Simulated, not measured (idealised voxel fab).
You're looking at the process module voxel self aligned vias.
The width of the displayed cross-section, cut, is 295 nm; its cells are square, with a size of 5 nm.
Format of a cross-section: grid, square cells. Given as bands. Order: top down. Band: one or more rows of cells. Heads up on the band format: heights come first, top then bottom, in nm. After that it's the materials left to right, each with its width in nm. A single material flagged "edge to edge" fills the whole band edge to edge, and "air" means there's empty space there. Ref level 0: as-received wafer is one material below here. Bottom band extends down with no lower bound ("0 down"). Graded width ("30->40"): value in top row of band = first number; value in bottom row = second number; row-to-row change constant. When a step is marked "identical to before", none of the cells in the cross-section changed during that step. "Closed void roster" specifies each empty space that is not open to the top and that occupies no fewer than 8 cells, using the form width x height at distance, the distance measured from the left edge and all three quantities in nm. Anything after a step's settings on that line? It's the simulator's own note about the step. overlay nm: right-of-plan distance of the mask on a masked step; negative values mean left-of-plan. Reading guide: pairs of cross-sections, before and after one process step; after view cut off at lowest changed band; step and settings listed under each pair. Pairs may stem from different runs of this module on the same starting wafer; continuity with the pair above only where the "Pre-step" entry states it.
# Pre-step
* 40 to 15 | 85 of SiO2 | 15 of air | 40 of SiO2 | 15 of air | 40 of SiO2 | 15 of air | 85 of SiO2
* 15 to 10 | SiCN edge to edge
* 10 to 0 | SiO2 edge to edge
* 0 down | Si edge to edge
* Closed void roster: none
# Post-Process View
* 45 to 40 | 90 of TiN | 5 of air | 50 of TiN | 5 of air | 50 of TiN | 5 of air | 90 of TiN
* 40 to 20 | 85 of SiO2 | 5 of TiN | 5 of air | 5 of TiN | 40 of SiO2 | 5 of TiN | 5 of air | 5 of TiN | 40 of SiO2 | 5 of TiN | 5 of air | 5 of TiN | 85 of SiO2
* 20 to 15 | 85 of SiO2 | 15 of TiN | 40 of SiO2 | 15 of TiN | 40 of SiO2 | 15 of TiN | 85 of SiO2
* Under the height 15 nothing was changed.
* Closed void roster: none
The step that takes the structure from the upper cross-section to the lower one is CONFORMAL_DEP, material TiN, thk nm 5
Pre-step: the pre-step structure is the one depicted after the step in the pair just above.
# Post-Process View
* 55 to 45 | W edge to edge
* 45 to 40 | 90 of TiN | 5 of W | 50 of TiN | 5 of W | 50 of TiN | 5 of W | 90 of TiN
* 40 to 20 | 85 of SiO2 | 5 of TiN | 5 of W | 5 of TiN | 40 of SiO2 | 5 of TiN | 5 of W | 5 of TiN | 40 of SiO2 | 5 of TiN | 5 of W | 5 of TiN | 85 of SiO2
* Under the height 20 nothing was changed.
* Closed void roster: none
The step that takes the structure from the upper cross-section to the lower one is FILL_DEP, material W, thk nm 10
Pre-step: the pre-step structure is the one depicted after the step in the pair just above.
# Post-Process View
* 40 to 20 | 85 of SiO2 | 5 of TiN | 5 of W | 5 of TiN | 40 of SiO2 | 5 of TiN | 5 of W | 5 of TiN | 40 of SiO2 | 5 of TiN | 5 of W | 5 of TiN | 85 of SiO2
* Under the height 20 nothing was changed.
* Closed void roster: none
The step that takes the structure from the upper cross-section to the lower one is CMP, height nm 40
Pre-step: the pre-step structure is the one depicted after the step in the pair just above.
# Post-Process View
* 40 to 30 | 85 of SiO2 | 15 of air | 40 of SiO2 | 15 of air | 40 of SiO2 | 15 of air | 85 of SiO2
* Under the height 30 nothing was changed.
* Closed void roster: none
The step that takes the structure from the upper cross-section to the lower one is SELECTIVE_ETCH, etch materials W Ru TiN, depth nm 10
Pre-step: the pre-step structure is the one depicted after the step in the pair just above.
# Post-Process View
* 50 to 40 | SiN edge to edge
* 40 to 30 | 85 of SiO2 | 15 of SiN | 40 of SiO2 | 15 of SiN | 40 of SiO2 | 15 of SiN | 85 of SiO2
* Under the height 30 nothing was changed.
* Closed void roster: none
The step that takes the structure from the upper cross-section to the lower one is FILL_DEP, material SiN, thk nm 10
Pre-step: the pre-step structure is the one depicted after the step in the pair just above.
# Post-Process View
* 40 to 30 | 85 of SiO2 | 15 of SiN | 40 of SiO2 | 15 of SiN | 40 of SiO2 | 15 of SiN | 85 of SiO2
* Under the height 30 nothing was changed.
* Closed void roster: none
The step that takes the structure from the upper cross-section to the lower one is CMP, height nm 40
Pre-step: the pre-step structure is the one depicted after the step in the pair just above.
# Post-Process View
* 60 to 40 | SiO2 edge to edge
* Under the height 40 nothing was changed.
* Closed void roster: none
The step that takes the structure from the upper cross-section to the lower one is DIRECTIONAL_DEP, material SiO2, thk nm 20
Pre-step: the pre-step structure is the one depicted after the step in the pair just above.
# Post-Process View
* 60 to 40 | 70 of SiO2 | 40 of air | 15 of SiO2 | 40 of air | 15 of SiO2 | 40 of air | 75 of SiO2
* Under the height 40 nothing was changed.
* Closed void roster: none
The step that takes the structure from the upper cross-section to the lower one is MASKED_ETCH, tone open, mask id VIAS, width nm 40, pitch nm 55, etch materials SiO2, depth nm 20, overlay nm 0
Pre-step: the pre-step structure is the one depicted after the step in the pair just above.
# Post-Process View
* 60 to 40 | 70 of SiO2 | 40 of air | 15 of SiO2 | 40 of air | 15 of SiO2 | 40 of air | 75 of SiO2
* 40 to 30 | 85 of SiO2 | 15 of air | 40 of SiO2 | 15 of air | 40 of SiO2 | 15 of air | 85 of SiO2
* Under the height 30 nothing was changed.
* Closed void roster: none
The step that takes the structure from the upper cross-section to the lower one is MASKED_ETCH, tone open, mask id VIAS, width nm 40, pitch nm 55, etch materials SiN, depth nm 10, overlay nm 0
Pre-step: the pre-step structure is the one depicted after the step in the pair just above.
# Post-Process View
* 65 to 60 | 75 of TiN | 30 of air | 25 of TiN | 30 of air | 25 of TiN | 30 of air | 80 of TiN
* 60 to 45 | 70 of SiO2 | 5 of TiN | 30 of air | 5 of TiN | 15 of SiO2 | 5 of TiN | 30 of air | 5 of TiN | 15 of SiO2 | 5 of TiN | 30 of air | 5 of TiN | 75 of SiO2
* 45 to 35 | 70->85 of SiO2 | 20->5 of TiN | 5 of air | 15->5 of TiN | 15->40 of SiO2 | 20->5 of TiN | 5 of air | 15->5 of TiN | 15->40 of SiO2 | 20->5 of TiN | 5 of air | 15->5 of TiN | 75->85 of SiO2
* 35 to 30 | 85 of SiO2 | 15 of TiN | 40 of SiO2 | 15 of TiN | 40 of SiO2 | 15 of TiN | 85 of SiO2
* Under the height 30 nothing was changed.
* Closed void roster: none
The step that takes the structure from the upper cross-section to the lower one is CONFORMAL_DEP, material TiN, thk nm 5
Pre-step: the pre-step structure is the one depicted after the step in the pair just above.
# Post-Process View
* 75 to 65 | Cu edge to edge
* 65 to 60 | 75 of TiN | 30 of Cu | 25 of TiN | 30 of Cu | 25 of TiN | 30 of Cu | 80 of TiN
* 60 to 45 | 70 of SiO2 | 5 of TiN | 30 of Cu | 5 of TiN | 15 of SiO2 | 5 of TiN | 30 of Cu | 5 of TiN | 15 of SiO2 | 5 of TiN | 30 of Cu | 5 of TiN | 75 of SiO2
* 45 to 35 | 70->85 of SiO2 | 20->5 of TiN | 5 of Cu | 15->5 of TiN | 15->40 of SiO2 | 20->5 of TiN | 5 of Cu | 15->5 of TiN | 15->40 of SiO2 | 20->5 of TiN | 5 of Cu | 15->5 of TiN | 75->85 of SiO2
* Under the height 35 nothing was changed.
* Closed void roster: none
The step that takes the structure from the upper cross-section to the lower one is FILL_DEP, material Cu, thk nm 10
Pre-step: the pre-step structure is the one depicted after the step in the pair just above.
# Post-Process View
* 60 to 45 | 70 of SiO2 | 5 of TiN | 30 of Cu | 5 of TiN | 15 of SiO2 | 5 of TiN | 30 of Cu | 5 of TiN | 15 of SiO2 | 5 of TiN | 30 of Cu | 5 of TiN | 75 of SiO2
* Under the height 45 nothing was changed.
* Closed void roster: none
The step that takes the structure from the upper cross-section to the lower one is CMP, height nm 60
Pre-step: the pre-step structure is the one depicted after the step in the pair just above.
# Post-Process View
* 65 to 60 | SiCN edge to edge
* Under the height 60 nothing was changed.
* Closed void roster: none
The step that takes the structure from the upper cross-section to the lower one is CONFORMAL_DEP, material SiCN, thk nm 5
# Pre-step
* 60 to 40 | SiO2 edge to edge
* 40 to 30 | 80 of SiO2 | 20 of SiN | 35 of SiO2 | 20 of SiN | 35 of SiO2 | 20 of SiN | 85 of SiO2
* 30 to 20 | 80 of SiO2 | 5 of TiN | 10 of W | 5 of TiN | 35 of SiO2 | 5 of TiN | 10 of W | 5 of TiN | 35 of SiO2 | 5 of TiN | 10 of W | 5 of TiN | 85 of SiO2
* 20 to 15 | 80 of SiO2 | 20 of TiN | 35 of SiO2 | 20 of TiN | 35 of SiO2 | 20 of TiN | 85 of SiO2
* 15 to 10 | SiCN edge to edge
* 10 to 0 | SiO2 edge to edge
* 0 down | Si edge to edge
* Closed void roster: none
# Post-Process View
* 60 to 40 | 60 of SiO2 | 40 of air | 15 of SiO2 | 40 of air | 15 of SiO2 | 40 of air | 85 of SiO2
* Under the height 40 nothing was changed.
* Closed void roster: none
The step that takes the structure from the upper cross-section to the lower one is MASKED_ETCH, tone open, mask id VIAS, width nm 40, pitch nm 55, etch materials SiO2, depth nm 20, overlay nm -10
Pre-step: the pre-step structure is the one depicted after the step in the pair just above.
# Post-Process View
* 60 to 40 | 60 of SiO2 | 40 of air | 15 of SiO2 | 40 of air | 15 of SiO2 | 40 of air | 85 of SiO2
* 40 to 30 | 80 of SiO2 | 20 of air | 35 of SiO2 | 20 of air | 35 of SiO2 | 20 of air | 85 of SiO2
* Under the height 30 nothing was changed.
* Closed void roster: none
The step that takes the structure from the upper cross-section to the lower one is MASKED_ETCH, tone open, mask id VIAS, width nm 40, pitch nm 55, etch materials SiN, depth nm 10, overlay nm 0
Pre-step: the pre-step structure is the one depicted after the step in the pair just above.
# Post-Process View
* 65 to 60 | 65 of TiN | 30 of air | 25 of TiN | 30 of air | 25 of TiN | 30 of air | 90 of TiN
* 60 to 45 | 60 of SiO2 | 5 of TiN | 30 of air | 5 of TiN | 15 of SiO2 | 5 of TiN | 30 of air | 5 of TiN | 15 of SiO2 | 5 of TiN | 30 of air | 5 of TiN | 85 of SiO2
* 45 to 35 | 60->80 of SiO2 | 25->5 of TiN | 10 of air | 5 of TiN | 15->35 of SiO2 | 25->5 of TiN | 10 of air | 5 of TiN | 15->35 of SiO2 | 25->5 of TiN | 10 of air | 5 of TiN | 85 of SiO2
* 35 to 30 | 80 of SiO2 | 20 of TiN | 35 of SiO2 | 20 of TiN | 35 of SiO2 | 20 of TiN | 85 of SiO2
* Under the height 30 nothing was changed.
* Closed void roster: none
The step that takes the structure from the upper cross-section to the lower one is CONFORMAL_DEP, material TiN, thk nm 5
Pre-step: the pre-step structure is the one depicted after the step in the pair just above.
# Post-Process View
* 75 to 65 | Cu edge to edge
* 65 to 60 | 65 of TiN | 30 of Cu | 25 of TiN | 30 of Cu | 25 of TiN | 30 of Cu | 90 of TiN
* 60 to 45 | 60 of SiO2 | 5 of TiN | 30 of Cu | 5 of TiN | 15 of SiO2 | 5 of TiN | 30 of Cu | 5 of TiN | 15 of SiO2 | 5 of TiN | 30 of Cu | 5 of TiN | 85 of SiO2
* 45 to 35 | 60->80 of SiO2 | 25->5 of TiN | 10 of Cu | 5 of TiN | 15->35 of SiO2 | 25->5 of TiN | 10 of Cu | 5 of TiN | 15->35 of SiO2 | 25->5 of TiN | 10 of Cu | 5 of TiN | 85 of SiO2
* Under the height 35 nothing was changed.
* Closed void roster: none
The step that takes the structure from the upper cross-section to the lower one is FILL_DEP, material Cu, thk nm 10
Pre-step: the pre-step structure is the one depicted after the step in the pair just above.
# Post-Process View
* 60 to 45 | 60 of SiO2 | 5 of TiN | 30 of Cu | 5 of TiN | 15 of SiO2 | 5 of TiN | 30 of Cu | 5 of TiN | 15 of SiO2 | 5 of TiN | 30 of Cu | 5 of TiN | 85 of SiO2
* Under the height 45 nothing was changed.
* Closed void roster: none
The step that takes the structure from the upper cross-section to the lower one is CMP, height nm 60
Pre-step: the pre-step structure is the one depicted after the step in the pair just above.
# Post-Process View
* 65 to 60 | SiCN edge to edge
* Under the height 60 nothing was changed.
* Closed void roster: none
The step that takes the structure from the upper cross-section to the lower one is CONFORMAL_DEP, material SiCN, thk nm 5
# Pre-step
* 60 to 45 | 70 of SiO2 | 5 of TiN | 30 of Cu | 5 of TiN | 15 of SiO2 | 5 of TiN | 30 of Cu | 5 of TiN | 15 of SiO2 | 5 of TiN | 30 of Cu | 5 of TiN | 75 of SiO2
* 45 to 35 | 70->80 of SiO2 | 15->5 of TiN | 10 of Cu | 15->5 of TiN | 15->35 of SiO2 | 15->5 of TiN | 10 of Cu | 15->5 of TiN | 15->35 of SiO2 | 15->5 of TiN | 10 of Cu | 15->5 of TiN | 75->85 of SiO2
* 35 to 30 | 80 of SiO2 | 20 of TiN | 35 of SiO2 | 20 of TiN | 35 of SiO2 | 20 of TiN | 85 of SiO2
* 30 to 20 | 80 of SiO2 | 5 of TiN | 10 of W | 5 of TiN | 35 of SiO2 | 5 of TiN | 10 of W | 5 of TiN | 35 of SiO2 | 5 of TiN | 10 of W | 5 of TiN | 85 of SiO2
* 20 to 15 | 80 of SiO2 | 20 of TiN | 35 of SiO2 | 20 of TiN | 35 of SiO2 | 20 of TiN | 85 of SiO2
* 15 to 10 | SiCN edge to edge
* 10 to 0 | SiO2 edge to edge
* 0 down | Si edge to edge
* Closed void roster: none
# Post-Process View
* 65 to 60 | SiN edge to edge
* Under the height 60 nothing was changed.
* Closed void roster: none
The step that takes the structure from the upper cross-section to the lower one is CONFORMAL_DEP, material SiN, thk nm 5
# Pre-step
* 60 to 40 | SiO2 edge to edge
* 40 to 30 | 80 of SiO2 | 20 of SiN | 35 of SiO2 | 20 of SiN | 35 of SiO2 | 20 of SiN | 85 of SiO2
* 30 to 20 | 80 of SiO2 | 5 of TiN | 10 of W | 5 of TiN | 35 of SiO2 | 5 of TiN | 10 of W | 5 of TiN | 35 of SiO2 | 5 of TiN | 10 of W | 5 of TiN | 85 of SiO2
* 20 to 15 | 80 of SiO2 | 20 of TiN | 35 of SiO2 | 20 of TiN | 35 of SiO2 | 20 of TiN | 85 of SiO2
* 15 to 10 | SiCN edge to edge
* 10 to 0 | SiO2 edge to edge
* 0 down | Si edge to edge
* Closed void roster: none
# Post-Process View
* 60 to 40 | 70 of air | 40 of SiO2 | 15 of air | 40 of SiO2 | 15 of air | 40 of SiO2 | 75 of air
* Under the height 40 nothing was changed.
* Closed void roster: none
The step that takes the structure from the upper cross-section to the lower one is MASKED_ETCH, tone cover, mask id VIAS, width nm 40, pitch nm 55, etch materials SiO2, depth nm 20, overlay nm 0
Pre-step: the pre-step structure is the one depicted after the step in the pair just above.
# Post-Process View
* 65 to 60 | 65 of air | 50 of TiN | 5 of air | 50 of TiN | 5 of air | 50 of TiN | 70 of air
* 60 to 45 | 65 of air | 5 of TiN | 40 of SiO2 | 5 of TiN | 5 of air | 5 of TiN | 40 of SiO2 | 5 of TiN | 5 of air | 5 of TiN | 40 of SiO2 | 5 of TiN | 70 of air
* 45 to 40 | 70 of TiN | 40 of SiO2 | 15 of TiN | 40 of SiO2 | 15 of TiN | 40 of SiO2 | 75 of TiN
* Under the height 40 nothing was changed.
* Closed void roster: none
The step that takes the structure from the upper cross-section to the lower one is CONFORMAL_DEP, material TiN, thk nm 5
Pre-step: the pre-step structure is the one depicted after the step in the pair just above.
# Post-Process View
* 75 to 65 | Cu edge to edge
* 65 to 60 | 65 of Cu | 50 of TiN | 5 of Cu | 50 of TiN | 5 of Cu | 50 of TiN | 70 of Cu
* 60 to 45 | 65 of Cu | 5 of TiN | 40 of SiO2 | 5 of TiN | 5 of Cu | 5 of TiN | 40 of SiO2 | 5 of TiN | 5 of Cu | 5 of TiN | 40 of SiO2 | 5 of TiN | 70 of Cu
* Under the height 45 nothing was changed.
* Closed void roster: none
The step that takes the structure from the upper cross-section to the lower one is FILL_DEP, material Cu, thk nm 10
Pre-step: the pre-step structure is the one depicted after the step in the pair just above.
# Post-Process View
* 60 to 45 | 65 of Cu | 5 of TiN | 40 of SiO2 | 5 of TiN | 5 of Cu | 5 of TiN | 40 of SiO2 | 5 of TiN | 5 of Cu | 5 of TiN | 40 of SiO2 | 5 of TiN | 70 of Cu
* Under the height 45 nothing was changed.
* Closed void roster: none
The step that takes the structure from the upper cross-section to the lower one is CMP, height nm 60
Pre-step: the pre-step structure is the one depicted after the step in the pair just above.
# Post-Process View
* 65 to 60 | SiCN edge to edge
* Under the height 60 nothing was changed.
* Closed void roster: none
The step that takes the structure from the upper cross-section to the lower one is CONFORMAL_DEP, material SiCN, thk nm 5
